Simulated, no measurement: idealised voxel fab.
The following process module bears the name voxel self aligned vias.
For reference, the cross-section in this document is cut, with width 185 nm and square cells of 5 nm.
For the purposes of this document, a cross-section shall be understood as a grid of square cells, specified as bands listed in top-to-bottom order, each band consisting of one or more rows of cells.
Top, bottom (nm), then materials left to right with widths (nm); lone material tagged "all across" fills the whole band edge to edge; "blank" = empty space.
Height datum 0, below which the as-received substrate wafer is one material. Lowest band open at the bottom, running downward: "top 0, no bottom".
Per-row width for "30..40": begins at first number (top row of band), ends at second number (bottom row), increment between rows held constant.
When a step is marked "nothing altered", none of the cells in the cross-section changed during that step.
"Enclosed internal voids" means: voids of 8 cells or more that are shut off from the top with no open way through. Written width x height at distance, distance from the left edge, in nm.
Text after the settings on a step's line: the simulator's own remark on that step.
overlay nm: for a step with a mask, the amount by which the mask lay right of where it was planned; a negative amount means left of it.
### Planned process steps
1 op RECEIVE | material Si
2 op CONFORMAL_DEP | material SiO2 | thk nm 15
3 op CONFORMAL_DEP | material SiCN | thk nm 5
4 op DIRECTIONAL_DEP | material lowk | thk nm 30
5 op DIRECTIONAL_DEP | material aC | thk nm 10
6 op PATTERN | tone open | mask id LINES | material resist | width nm 25 | pitch nm 55 | thk nm 30 | overlay nm -10
7 op DIRECTIONAL_ETCH | etch materials aC | depth nm 10
8 op STRIP | etch materials resist
9 op DIRECTIONAL_ETCH | etch materials lowk | depth nm 30
10 op STRIP | etch materials aC
11 op CONFORMAL_DEP | material TiN | thk nm 5
12 op FILL_DEP | material Ru | thk nm 5
13 op CMP | height nm 50
14 op SELECTIVE_ETCH | etch materials W Ru TiN | depth nm 5
15 op FILL_DEP | material SiN | thk nm 10
16 op CMP | height nm 50
17 op DIRECTIONAL_DEP | material lowk | thk nm 15
18 op PATTERN | tone open | mask id VIAS | material resist | width nm 35 | pitch nm 55 | thk nm 15 | overlay nm 0
19 op DIRECTIONAL_ETCH | etch materials lowk | depth nm 15
20 op DIRECTIONAL_ETCH | etch materials SiN | depth nm 5
21 op STRIP | etch materials resist
22 op CONFORMAL_DEP | material TiN | thk nm 5
23 op FILL_DEP | material W | thk nm 10
24 op CMP | height nm 65
25 op CONFORMAL_DEP | material SiCN | thk nm 5
Variable across wafers: step 6 overlay nm (plan value is that of the first wafer; starting state common to all).
### The first of several wafers, as received after step 1, seen in section
  top 0, no bottom: Si all across
  Enclosed internal voids: none
### wafer rows; end of module; cells per material since receipt: (+) gained, (-) lost; then closed voids
overlay nm -10, +36 Ru, +74 SiCN, +3 SiN, +111 SiO2, +78 TiN, +36 W, +180 lowk, Enclosed internal voids: none
overlay nm -5, +36 Ru, +74 SiCN, +111 SiO2, +78 TiN, +39 W, +180 lowk, Enclosed internal voids: none
overlay nm 0, +36 Ru, +74 SiCN, +111 SiO2, +78 TiN, +39 W, +180 lowk, Enclosed internal voids: none
overlay nm 5, +36 Ru, +74 SiCN, +111 SiO2, +78 TiN, +39 W, +180 lowk, Enclosed internal voids: none
overlay nm 10, +36 Ru, +74 SiCN, +3 SiN, +111 SiO2, +78 TiN, +36 W, +180 lowk, Enclosed internal voids: none
